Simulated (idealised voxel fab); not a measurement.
Name of the process module below: voxel spacer lines
For reference, the cross-section in this document is cut, with width 205 nm and square cells of 5 nm.
Think of the cross-section as a grid of square cells. We describe it in bands, top to bottom, and each band covers one or more rows of those cells. First you get the band's top height and its bottom height, in nm, and then the materials it's made of, left to right, with each width in nm. If you see a single material with "throughout", that one covers the band edge to edge. "air" is empty space. Height reference: 0 = level under which incoming wafer is all one material. Lowest band: no bottom, runs on downward, e.g. "0 nm and below". Top row gets the first number, bottom row gets the second, and each row in between changes by the same step: that is how a band width like "30->40" works. When a step is marked "no alterations made", none of the cells in the cross-section changed during that step. So "Enclosed void entries" is basically the list of trapped voids: any empty space of 8 cells or more that can't reach the top through an opening. They're written width x height at distance, the distance being from the left edge, and it's all nm. On a step's line, text after the settings is the simulator commenting on that step. overlay nm: on a step with a mask, how far right of its planned place the mask lay; negative means left.

The steps planned for the process are as follows:
1. RECEIVE with material Si
2. CONFORMAL_DEP with material Al2O3, thk nm 10
3. DIRECTIONAL_DEP with material SiN, thk nm 20
4. DIRECTIONAL_DEP with material polySi, thk nm 20
5. PATTERN with tone cover, mask id MANDREL, material resist, width nm 15, pitch nm 70, thk nm 30, overlay nm 0
6. DIRECTIONAL_ETCH with etch materials polySi, depth nm 20
7. STRIP with etch materials resist
8. CONFORMAL_DEP with material SiO2, thk nm 15
9. DIRECTIONAL_ETCH with etch materials SiO2, depth nm 15
10. STRIP with etch materials polySi
11. DIRECTIONAL_ETCH with etch materials SiN, depth nm 20
12. STRIP with etch materials SiO2
Among the wafers covered here, the point of difference is the width nm at step 5; their starting state is shared, and the plan presents the value of the first wafer.

Cut through the first of several wafers as received, post step 1:
0 nm and below  Si throughout
Enclosed void entries: none

The figure below presents a cross-section of the first of several wafers at the conclusion of the module, following its last step, step 12:
30 nm to 10 nm  air: 10 | SiN: 15 | air: 15 | SiN: 15 | air: 25 | SiN: 15 | air: 15 | SiN: 15 | air: 25 | SiN: 15 | air: 15 | SiN: 15 | air: 10
10 nm to 0 nm  Al2O3 throughout
0 nm and below  Si throughout
Enclosed void entries: none

X-section, last wafer, module end:
30 nm to 10 nm  SiN: 15 | air: 35 | SiN: 15 | air: 5 | SiN: 15 | air: 35 | SiN: 15 | air: 5 | SiN: 15 | air: 35 | SiN: 15
10 nm to 0 nm  Al2O3 throughout
0 nm and below  Si throughout
Enclosed void entries: none

Row per wafer, end-of-module: cell gain (+)/loss (-) by material since the wafer came in, then closed voids:
width nm 15; +82 Al2O3; +72 SiN; Enclosed void entries: none
width nm 20; +82 Al2O3; +72 SiN; Enclosed void entries: none
width nm 25; +82 Al2O3; +72 SiN; Enclosed void entries: none
width nm 30; +82 Al2O3; +72 SiN; Enclosed void entries: none
width nm 35; +82 Al2O3; +72 SiN; Enclosed void entries: none
